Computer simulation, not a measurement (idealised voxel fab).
This section sets out a process module, namely voxel gate over fins.
Cross-sectional view cut (width: 240 nm; square cell size: 5 nm).
Bands, listed from the top down, are how a cross-section gets written in this document; the cross-section itself is a grid of square cells, and a band is one or more rows of them. What a band's entry tells you: where the top is and where the bottom is, as heights in nm, and after that what lies inside, material by material from left to right, each with its width in nm. Empty space is written as the word "air", and a single material marked with the word "edge to edge" occupies the band from edge to edge. Beneath 0, the wafer as received is one material, and that level is where height counting begins. The lowest band goes on downward without a bottom; it is written like "0 -> down". Per-row width for "30 to 40": begins at first number (top row of band), ends at second number (bottom row), increment between rows held constant. "same as before" (step): cross-section cells unchanged, all of them. "Voids, enclosed": sealed empty spaces, 8 cells or more, no open way to top, listed width x height at distance, with distance from the left edge and width, height and distance in nm. after a step's settings: what the simulator itself notes on the step. "overlay nm" on a masked step: distance the mask lay right of its planned place, negative for left.
-- Listed below are the process steps as planned
1,op RECEIVE | material Si
2,op CONFORMAL_DEP | material SiN | thk nm 10
3,op DIRECTIONAL_DEP | material aC | thk nm 15
4,op PATTERN | tone cover | mask id FINS | material resist | width nm 15 | pitch nm 35 | thk nm 30 | overlay nm 0
5,op DIRECTIONAL_ETCH | etch materials aC | depth nm 15
6,op STRIP | etch materials resist
7,op DIRECTIONAL_ETCH | etch materials SiN | depth nm 10
8,op DIRECTIONAL_ETCH | etch materials Si | depth nm 35
9,op STRIP | etch materials aC
10,op OXIDIZE | depth nm 5
11,op FILL_DEP | material SiO2 | thk nm 5
12,op CMP | height nm 10
13,op SELECTIVE_ETCH | etch materials SiO2 | depth nm 25
14,op STRIP | etch materials SiN
15,op CONFORMAL_DEP | material HfO2 | thk nm 5
16,op CONFORMAL_DEP | material TiN | thk nm 5
17,op FILL_DEP | material W | thk nm 10
18,op CMP | height nm 15
19,op CONFORMAL_DEP | material SiN | thk nm 5
-- as received, after step 1
0 -> down | Si edge to edge
Voids, enclosed: none
-- Module complete - cross-section of the first of two wafers, run according to plan
20 -> 15 | SiN edge to edge
15 -> 10 | W edge to edge
10 -> 5 | W 70 nm  TiN 25 nm  W 10 nm  TiN 25 nm  W 10 nm  TiN 25 nm  W 75 nm
5 -> 0 | W 70 nm  TiN 5 nm  HfO2 15 nm  TiN 5 nm  W 10 nm  TiN 5 nm  HfO2 15 nm  TiN 5 nm  W 10 nm  TiN 5 nm  HfO2 15 nm  TiN 5 nm  W 75 nm
0 -> -5 | W 70 nm  TiN 5 nm  HfO2 5 nm  Si 5 nm  HfO2 5 nm  TiN 5 nm  W 10 nm  TiN 5 nm  HfO2 5 nm  Si 5 nm  HfO2 5 nm  TiN 5 nm  W 10 nm  TiN 5 nm  HfO2 5 nm  Si 5 nm  HfO2 5 nm  TiN 5 nm  W 75 nm
-5 -> -10 | TiN 75 nm  HfO2 5 nm  Si 5 nm  HfO2 5 nm  TiN 20 nm  HfO2 5 nm  Si 5 nm  HfO2 5 nm  TiN 20 nm  HfO2 5 nm  Si 5 nm  HfO2 5 nm  TiN 80 nm
-10 -> -15 | HfO2 80 nm  Si 5 nm  HfO2 30 nm  Si 5 nm  HfO2 30 nm  Si 5 nm  HfO2 85 nm
-15 -> -40 | SiO2 80 nm  Si 5 nm  SiO2 30 nm  Si 5 nm  SiO2 30 nm  Si 5 nm  SiO2 85 nm
-40 -> down | Si edge to edge
Voids, enclosed: none
-- This cross-section belongs to the second wafer of two at the end of the module; the start and the plan were shared with the first, and the run included one mistake
20 -> 15 | SiN edge to edge
15 -> 10 | HfO2 edge to edge
10 -> 5 | HfO2 70 nm  TiN 25 nm  HfO2 10 nm  TiN 25 nm  HfO2 10 nm  TiN 25 nm  HfO2 75 nm
5 -> 0 | HfO2 70 nm  TiN 5 nm  HfO2 15 nm  TiN 5 nm  HfO2 10 nm  TiN 5 nm  HfO2 15 nm  TiN 5 nm  HfO2 10 nm  TiN 5 nm  HfO2 15 nm  TiN 5 nm  HfO2 75 nm
0 -> -5 | HfO2 70 nm  TiN 5 nm  HfO2 5 nm  Si 5 nm  HfO2 5 nm  TiN 5 nm  HfO2 10 nm  TiN 5 nm  HfO2 5 nm  Si 5 nm  HfO2 5 nm  TiN 5 nm  HfO2 10 nm  TiN 5 nm  HfO2 5 nm  Si 5 nm  HfO2 5 nm  TiN 5 nm  HfO2 75 nm
-5 -> -10 | TiN 75 nm  HfO2 5 nm  Si 5 nm  HfO2 5 nm  TiN 20 nm  HfO2 5 nm  Si 5 nm  HfO2 5 nm  TiN 20 nm  HfO2 5 nm  Si 5 nm  HfO2 5 nm  TiN 80 nm
-10 -> -15 | HfO2 80 nm  Si 5 nm  HfO2 30 nm  Si 5 nm  HfO2 30 nm  Si 5 nm  HfO2 85 nm
-15 -> -40 | SiO2 80 nm  Si 5 nm  SiO2 30 nm  Si 5 nm  SiO2 30 nm  Si 5 nm  SiO2 85 nm
-40 -> down | Si edge to edge
Voids, enclosed: none
Against the plan, the run slipped here: step 17 ran differently from the plan; actual operation with settings: op FILL_DEP | material HfO2 | thk nm 10
Cell-count delta at end, second wafer over first, by material: +147 HfO2 | -147 W
